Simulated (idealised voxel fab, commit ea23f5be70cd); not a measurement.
Proc. module: voxel trench capacitor
FYI the section here is cut, 225 nm wide, cells are 5 nm squares.
Cross-section, as written here: a square-cell grid given band by band from the top down, where a band holds one or more rows of cells.
The band entry comprises the height of the band's top followed by the height of its bottom, expressed in nm, and subsequently the band's materials from left to right, each stated together with its width in nm. Where a single material is marked with the word "edge to edge", that material fills the band from edge to edge. The word "blank" represents empty space.
Heights from 0 (as-received wafer is one material below). Bottom band endless downward, as "top 0, no bottom".
Width "30->40": first value at the band's top row of cells, second value at its bottom row, equal change from row to row.
Reading "nothing different" for a step: not a cell of the cross-section changed in it.
Entry "Unvented internal voids". Content: empty spaces with no open connection to the top, size 8 cells or greater. Each: width x height at distance. Distance: from left edge. Unit: nm.
Read whatever lies past the settings on a step's line as the simulator's own remark about the step.
On any step carrying a mask, the "overlay nm" setting, if present on the step's line, tells how far right of its planned place the mask lay; negative values point to the left.
Planned process steps:
1,RECEIVE, material Si
2,CONFORMAL_DEP, material SiN, thk nm 5
3,DIRECTIONAL_DEP, material aC, thk nm 10
4,PATTERN, tone open, mask id TRENCH, material resist, width nm 15, pitch nm 45, thk nm 25, overlay nm -15
5,DIRECTIONAL_ETCH, etch materials aC, depth nm 10
6,STRIP, etch materials resist
7,DIRECTIONAL_ETCH, etch materials SiN, depth nm 5
8,DIRECTIONAL_ETCH, etch materials Si, depth nm 30
9,STRIP, etch materials aC
10,CONFORMAL_DEP, material Al2O3, thk nm 5
11,FILL_DEP, material polySi, thk nm 10
12,CMP, height nm 5
Don't read the plan's overlay nm for step 4 as applying to every wafer: that's the first wafer's value, and the wafers differ in it, though they all start identical.
Cross-section of the first of several wafers as received (after step 1):
    top 0, no bottom = Si edge to edge
    Unvented internal voids: none
Cross-sectional representation of the first of several wafers at the end of the module, i.e. after its terminal step, step 12:
    top 5, bottom 0 = SiN: 65  Al2O3: 5  polySi: 5  Al2O3: 5  SiN: 30  Al2O3: 5  polySi: 5  Al2O3: 5  SiN: 100
    top 0, bottom -25 = Si: 65  Al2O3: 5  polySi: 5  Al2O3: 5  Si: 30  Al2O3: 5  polySi: 5  Al2O3: 5  Si: 100
    top -25, bottom -30 = Si: 65  Al2O3: 15  Si: 30  Al2O3: 15  Si: 100
    top -30, no bottom = Si edge to edge
    Unvented internal voids: none
Cross-section of the final wafer among several, taken at the end of the module:
    top 5, bottom 0 = SiN: 95  Al2O3: 5  polySi: 5  Al2O3: 5  SiN: 30  Al2O3: 5  polySi: 5  Al2O3: 5  SiN: 70
    top 0, bottom -25 = Si: 95  Al2O3: 5  polySi: 5  Al2O3: 5  Si: 30  Al2O3: 5  polySi: 5  Al2O3: 5  Si: 70
    top -25, bottom -30 = Si: 95  Al2O3: 15  Si: 30  Al2O3: 15  Si: 70
    top -30, no bottom = Si edge to edge
    Unvented internal voids: none
Below, a row for every wafer. Read it as the end-of-module picture: for each material the wafer shows its cells gained (+) or lost (-) since it was received, and then its closed voids:
overlay nm -15 | +30 Al2O3 | -36 Si | +39 SiN | +12 polySi | Unvented internal voids: none
overlay nm -10 | +30 Al2O3 | -36 Si | +39 SiN | +12 polySi | Unvented internal voids: none
overlay nm -5 | +30 Al2O3 | -36 Si | +39 SiN | +12 polySi | Unvented internal voids: none
overlay nm 0 | +30 Al2O3 | -36 Si | +39 SiN | +12 polySi | Unvented internal voids: none
overlay nm 5 | +30 Al2O3 | -36 Si | +39 SiN | +12 polySi | Unvented internal voids: none
overlay nm 10 | +30 Al2O3 | -36 Si | +39 SiN | +12 polySi | Unvented internal voids: none
overlay nm 15 | +30 Al2O3 | -36 Si | +39 SiN | +12 polySi | Unvented internal voids: none
